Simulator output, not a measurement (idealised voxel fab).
Process module name: voxel self aligned contacts
It is cross-section cut that appears here, measuring 200 nm in width, its square cells being 5 nm in size.
Cross-section spec: square-cell grid; bands listed top down; each band is one or more rows.
Top height, bottom height, nm. Materials left to right, width each, nm. Single material + "edge to edge" = fills band edge to edge. "empty" = empty.
It should be noted that heights are counted from 0, beneath which the wafer as supplied is of one material throughout, and that the lowest band possesses no lower boundary but continues downward, as written in "0..down".
You'd read "30 to 40" like this: the band's top row of cells is as wide as the first number, its bottom row is as wide as the second, and going down, every row changes width by the same amount as the row before did.
Where the words "no alterations made" appear for a step, the cross-section shows no cell changed by that step; every cell remained as before.
The entry titled "Closed internal voids" provides the empty spaces that have no open way to the top, restricted to those of 8 cells or more. Each is presented as width x height at distance, the distance being measured from the left edge, with all three in nm.
Formally, on a step line, whatever follows the settings is a remark that the simulator itself makes on the step.
The setting "overlay nm" may be written on the line of a step. When the step uses a mask, the value reports how far to the right of the planned place the mask lay, and a negative value reports that it lay to the left.
In what follows, pairs of cross-sections are presented, each taken before and after one process step, with the after cross-section shown only down to the lowest band that was altered; the step, together with its settings, is stated below the pair. The pairs may stem from different runs of this module on the same starting wafer; accordingly, a pair should be taken as continuing from the one above it solely where its entry headed "Before the process" indicates as much.

[Before the process]
  60..55 | empty: 30, TiN: 65, empty: 5, TiN: 65, empty: 35
  55..50 | empty: 30, TiN: 5, SiO2: 55, TiN: 5, empty: 5, TiN: 5, SiO2: 55, TiN: 5, empty: 35
  50..45 | TiN: 35, SiO2: 55, TiN: 15, SiO2: 55, TiN: 35, empty: 5
  45..25 | TiN: 5, SiN: 45, SiO2: 25, SiN: 45, SiO2: 25, SiN: 45, TiN: 5, empty: 5
  25..0 | TiN: 5, SiN: 10, polySi: 25, SiN: 10, SiO2: 25, SiN: 10, polySi: 25, SiN: 10, SiO2: 25, SiN: 10, polySi: 25, SiN: 10, TiN: 5, empty: 5
  0..-5 | TiN: 5, SiO2: 185, TiN: 10
  -5..down | Si edge to edge
  Closed internal voids: none

[Step Result]
  65..60 | W edge to edge
  60..55 | W: 30, TiN: 65, W: 5, TiN: 65, W: 35
  55..50 | W: 30, TiN: 5, SiO2: 55, TiN: 5, W: 5, TiN: 5, SiO2: 55, TiN: 5, W: 35
  50..45 | TiN: 35, SiO2: 55, TiN: 15, SiO2: 55, TiN: 35, W: 5
  45..25 | TiN: 5, SiN: 45, SiO2: 25, SiN: 45, SiO2: 25, SiN: 45, TiN: 5, W: 5
  25..0 | TiN: 5, SiN: 10, polySi: 25, SiN: 10, SiO2: 25, SiN: 10, polySi: 25, SiN: 10, SiO2: 25, SiN: 10, polySi: 25, SiN: 10, TiN: 5, W: 5
  At heights below 0, the structure remains unaltered.
  Closed internal voids: none
Looking at the two cross-sections above, the step in the middle is FILL_DEP, material W, thk nm 5

Before the process: For the state before this step, see the after cross-section of the pair located directly above.

[Step Result]
  55..50 | W: 30, TiN: 5, SiO2: 55, TiN: 5, W: 5, TiN: 5, SiO2: 55, TiN: 5, W: 35
  At heights below 50, the structure remains unaltered.
  Closed internal voids: none
Looking at the two cross-sections above, the step in the middle is CMP, height nm 55

Before the process: For the state before this step, see the after cross-section of the pair located directly above.

[Step Result]
  60..55 | SiCN edge to edge
  At heights below 55, the structure remains unaltered.
  Closed internal voids: none
Looking at the two cross-sections above, the step in the middle is CONFORMAL_DEP, material SiCN, thk nm 5
